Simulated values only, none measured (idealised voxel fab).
process module | voxel fin reveal
cross-section cut | 235 nm wide | cells 5 nm
A cross-section is a grid of square cells, given in bands from the top down. A band is one or more rows of cells.
Each band's line starts with the height of the band's top and of its bottom, in nm. Then come its materials from left to right, each with its width in nm. One material with "throughout" fills the band from edge to edge. "air" is empty space.
Height 0 is the level under which the wafer as received is all one material. The lowest band goes on downwards, as in "0 down".
A width such as "30 to 40" changes by the same amount from each row of cells to the next, from the band's top row to its bottom row.
"no change" after a step means that no cell of the cross-section changed.
closed voids: empty space of 8 cells or more with no open way to the top, each as width x height at its distance from the left edge, in nm
after a step's settings: what the simulator itself notes on the step
overlay nm, on a step with a mask: how far to the right of its planned place the mask lay; to the left if negative
plan
1 op RECEIVE | material Si
2 op CONFORMAL_DEP | material SiN | thk nm 5
3 op PATTERN | tone cover | mask id FINS | material resist | width nm 15 | pitch nm 35 | thk nm 15 | overlay nm 0
4 op DIRECTIONAL_ETCH | etch materials SiN | depth nm 5
5 op DIRECTIONAL_ETCH | etch materials Si | depth nm 30
6 op STRIP | etch materials resist
7 op OXIDIZE | depth nm 5
8 op FILL_DEP | material SiO2 | thk nm 10
9 op CMP | height nm 5
10 op SELECTIVE_ETCH | etch materials SiO2 | depth nm 15
11 op STRIP | etch materials SiN
12 op CONFORMAL_DEP | material SiO2 | thk nm 5
first wafer, as planned
as received, after step 1
  0 down: Si throughout
  closed voids: none
after step 2
  5 to 0: SiN throughout
  below 0: unchanged
after step 3
  20 to 5: air 90 | resist 15 | air 20 | resist 15 | air 95
  below 5: unchanged
after step 4
  20 to 5: air 90 | resist 15 | air 20 | resist 15 | air 95
  5 to 0: air 90 | SiN 15 | air 20 | SiN 15 | air 95
  below 0: unchanged
after step 5
  20 to 5: air 90 | resist 15 | air 20 | resist 15 | air 95
  5 to 0: air 90 | SiN 15 | air 20 | SiN 15 | air 95
  0 to -30: air 90 | Si 15 | air 20 | Si 15 | air 95
  below -30: unchanged
after step 6
  5 to 0: air 90 | SiN 15 | air 20 | SiN 15 | air 95
  below 0: unchanged
after step 7
  5 to 0: air 90 | SiN 15 | air 20 | SiN 15 | air 95
  0 to -30: air 90 | SiO2 5 | Si 5 | SiO2 5 | air 20 | SiO2 5 | Si 5 | SiO2 5 | air 95
  -30 to -35: SiO2 95 | Si 5 | SiO2 30 | Si 5 | SiO2 100
  below -35: unchanged
after step 8
  15 to 5: SiO2 throughout
  5 to 0: SiO2 90 | SiN 15 | SiO2 20 | SiN 15 | SiO2 95
  0 to -35: SiO2 95 | Si 5 | SiO2 30 | Si 5 | SiO2 100
  below -35: unchanged
after step 9
  5 to 0: SiO2 90 | SiN 15 | SiO2 20 | SiN 15 | SiO2 95
  below 0: unchanged
after step 10
  5 to 0: air 90 | SiN 15 | air 20 | SiN 15 | air 95
  0 to -10: air 95 | Si 5 | air 30 | Si 5 | air 100
  below -10: unchanged
after step 11
  0 to -10: air 95 | Si 5 | air 30 | Si 5 | air 100
  below -10: unchanged
after step 12
  5 to 0: air 90 | SiO2 15 | air 20 | SiO2 15 | air 95
  0 to -5: air 90 | SiO2 5 | Si 5 | SiO2 5 | air 20 | SiO2 5 | Si 5 | SiO2 5 | air 95
  -5 to -35: SiO2 95 | Si 5 | SiO2 30 | Si 5 | SiO2 100
  below -35: unchanged
second wafer: like start, like plan, one mistake. Through step 10 it matches the first wafer
when step 11 should have ended
  5 to 0: air 90 | SiN 15 | air 20 | SiN 15 | air 95
  0 to -35: air 95 | Si 5 | air 30 | Si 5 | air 100
  below -35: unchanged
when step 12 should have ended
  10 to 5: air 85 | SiO2 25 | air 10 | SiO2 25 | air 90
  5 to 0: air 85 | SiO2 5 | SiN 15 | SiO2 5 | air 10 | SiO2 5 | SiN 15 | SiO2 5 | air 90
  0 to -5: air 85 | SiO2 10 | Si 5 | SiO2 10 | air 10 | SiO2 10 | Si 5 | SiO2 10 | air 90
  -5 to -30: air 90 | SiO2 5 | Si 5 | SiO2 5 | air 20 | SiO2 5 | Si 5 | SiO2 5 | air 95
  -30 to -35: SiO2 95 | Si 5 | SiO2 30 | Si 5 | SiO2 100
  below -35: unchanged
what went wrong: step 11 ran as: op STRIP | etch materials SiO2
at the end the second wafer has, in cells: 6 more of SiN | 193 fewer of SiO2
